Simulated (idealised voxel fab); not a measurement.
process module | voxel air gaps
cross-section cut | 215 nm wide | cells 5 nm
A cross-section is a grid of square cells, given in bands from the top down. A band is one or more rows of cells.
Each band's line starts with the height of the band's top and of its bottom, in nm. Then come its materials from left to right, each with its width in nm. One material with "throughout" fills the band from edge to edge. "air" is empty space.
Height 0 is the level under which the wafer as received is all one material. The lowest band goes on downwards, as in "0 down".
A width such as "30 to 40" changes by the same amount from each row of cells to the next, from the band's top row to its bottom row.
"no change" after a step means that no cell of the cross-section changed.
closed voids: empty space of 8 cells or more with no open way to the top, each as width x height at its distance from the left edge, in nm
after a step's settings: what the simulator itself notes on the step
overlay nm, on a step with a mask: how far to the right of its planned place the mask lay; to the left if negative
plan
1 op RECEIVE | material Si
2 op CONFORMAL_DEP | material SiO2 | thk nm 15
3 op CONFORMAL_DEP | material SiN | thk nm 5
4 op DIRECTIONAL_DEP | material SiO2 | thk nm 40
5 op MASKED_ETCH | tone open | mask id LINES | width nm 25 | pitch nm 55 | etch materials SiO2 | depth nm 40 | overlay nm 0
6 op CONFORMAL_DEP | material TiN | thk nm 5
7 op FILL_DEP | material Cu | thk nm 5
8 op CMP | height nm 60
9 op EPI | material Ru | thk nm 10
10 op SELECTIVE_ETCH | etch materials SiO2 | depth nm 50
11 op CONFORMAL_DEP | material SiCN | thk nm 5
first wafer, as planned
as received, after step 1
  0 down: Si throughout
  closed voids: none
after step 2
  15 to 0: SiO2 throughout
  below 0: unchanged
after step 3
  20 to 15: SiN throughout
  below 15: unchanged
after step 4
  60 to 20: SiO2 throughout
  below 20: unchanged
after step 5
  60 to 20: SiO2 40 | air 25 | SiO2 30 | air 25 | SiO2 30 | air 25 | SiO2 40
  below 20: unchanged
after step 6
  65 to 60: TiN 45 | air 15 | TiN 40 | air 15 | TiN 40 | air 15 | TiN 45
  60 to 25: SiO2 40 | TiN 5 | air 15 | TiN 5 | SiO2 30 | TiN 5 | air 15 | TiN 5 | SiO2 30 | TiN 5 | air 15 | TiN 5 | SiO2 40
  25 to 20: SiO2 40 | TiN 25 | SiO2 30 | TiN 25 | SiO2 30 | TiN 25 | SiO2 40
  below 20: unchanged
after step 7
  70 to 65: Cu throughout
  65 to 60: TiN 45 | Cu 15 | TiN 40 | Cu 15 | TiN 40 | Cu 15 | TiN 45
  60 to 25: SiO2 40 | TiN 5 | Cu 15 | TiN 5 | SiO2 30 | TiN 5 | Cu 15 | TiN 5 | SiO2 30 | TiN 5 | Cu 15 | TiN 5 | SiO2 40
  below 25: unchanged
after step 8
  60 to 25: SiO2 40 | TiN 5 | Cu 15 | TiN 5 | SiO2 30 | TiN 5 | Cu 15 | TiN 5 | SiO2 30 | TiN 5 | Cu 15 | TiN 5 | SiO2 40
  below 25: unchanged
after step 9
  70 to 60: air 30 | Ru 45 | air 10 | Ru 45 | air 10 | Ru 45 | air 30
  below 60: unchanged
after step 10
  70 to 60: air 30 | Ru 45 | air 10 | Ru 45 | air 10 | Ru 45 | air 30
  60 to 25: air 40 | TiN 5 | Cu 15 | TiN 5 | air 30 | TiN 5 | Cu 15 | TiN 5 | air 30 | TiN 5 | Cu 15 | TiN 5 | air 40
  25 to 20: air 40 | TiN 25 | air 30 | TiN 25 | air 30 | TiN 25 | air 40
  below 20: unchanged
after step 11
  75 to 70: air 25 | SiCN 165 | air 25
  70 to 60: air 25 | SiCN 5 | Ru 45 | SiCN 10 | Ru 45 | SiCN 10 | Ru 45 | SiCN 5 | air 25
  60 to 55: air 25 | SiCN 15 | TiN 5 | Cu 15 | TiN 5 | SiCN 30 | TiN 5 | Cu 15 | TiN 5 | SiCN 30 | TiN 5 | Cu 15 | TiN 5 | SiCN 15 | air 25
  55 to 25: air 35 | SiCN 5 | TiN 5 | Cu 15 | TiN 5 | SiCN 5 | air 20 | SiCN 5 | TiN 5 | Cu 15 | TiN 5 | SiCN 5 | air 20 | SiCN 5 | TiN 5 | Cu 15 | TiN 5 | SiCN 5 | air 35
  25 to 20: SiCN 40 | TiN 25 | SiCN 30 | TiN 25 | SiCN 30 | TiN 25 | SiCN 40
  below 20: unchanged
  closed voids: 20 x 30 at 70; 20 x 30 at 125
second wafer: like start, like plan, one mistake. Through step 8 it matches the first wafer
when step 9 should have ended
  80 to 60: air 20 | Ru 175 | air 20
  below 60: unchanged
when step 10 should have ended
  80 to 60: air 20 | Ru 175 | air 20
  60 to 25: air 40 | TiN 5 | Cu 15 | TiN 5 | SiO2 30 | TiN 5 | Cu 15 | TiN 5 | SiO2 30 | TiN 5 | Cu 15 | TiN 5 | air 40
  25 to 20: air 40 | TiN 25 | SiO2 30 | TiN 25 | SiO2 30 | TiN 25 | air 40
  below 20: unchanged
when step 11 should have ended
  85 to 80: air 15 | SiCN 185 | air 15
  80 to 60: air 15 | SiCN 5 | Ru 175 | SiCN 5 | air 15
  60 to 55: air 15 | SiCN 25 | TiN 5 | Cu 15 | TiN 5 | SiO2 30 | TiN 5 | Cu 15 | TiN 5 | SiO2 30 | TiN 5 | Cu 15 | TiN 5 | SiCN 25 | air 15
  55 to 25: air 35 | SiCN 5 | TiN 5 | Cu 15 | TiN 5 | SiO2 30 | TiN 5 | Cu 15 | TiN 5 | SiO2 30 | TiN 5 | Cu 15 | TiN 5 | SiCN 5 | air 35
  25 to 20: SiCN 40 | TiN 25 | SiO2 30 | TiN 25 | SiO2 30 | TiN 25 | SiCN 40
  below 20: unchanged
what went wrong: step 9 was run twice
at the end the second wafer has, in cells: 86 more of Ru | 44 fewer of SiCN | 96 more of SiO2
closed voids at the end (first wafer, second wafer): 2, 0
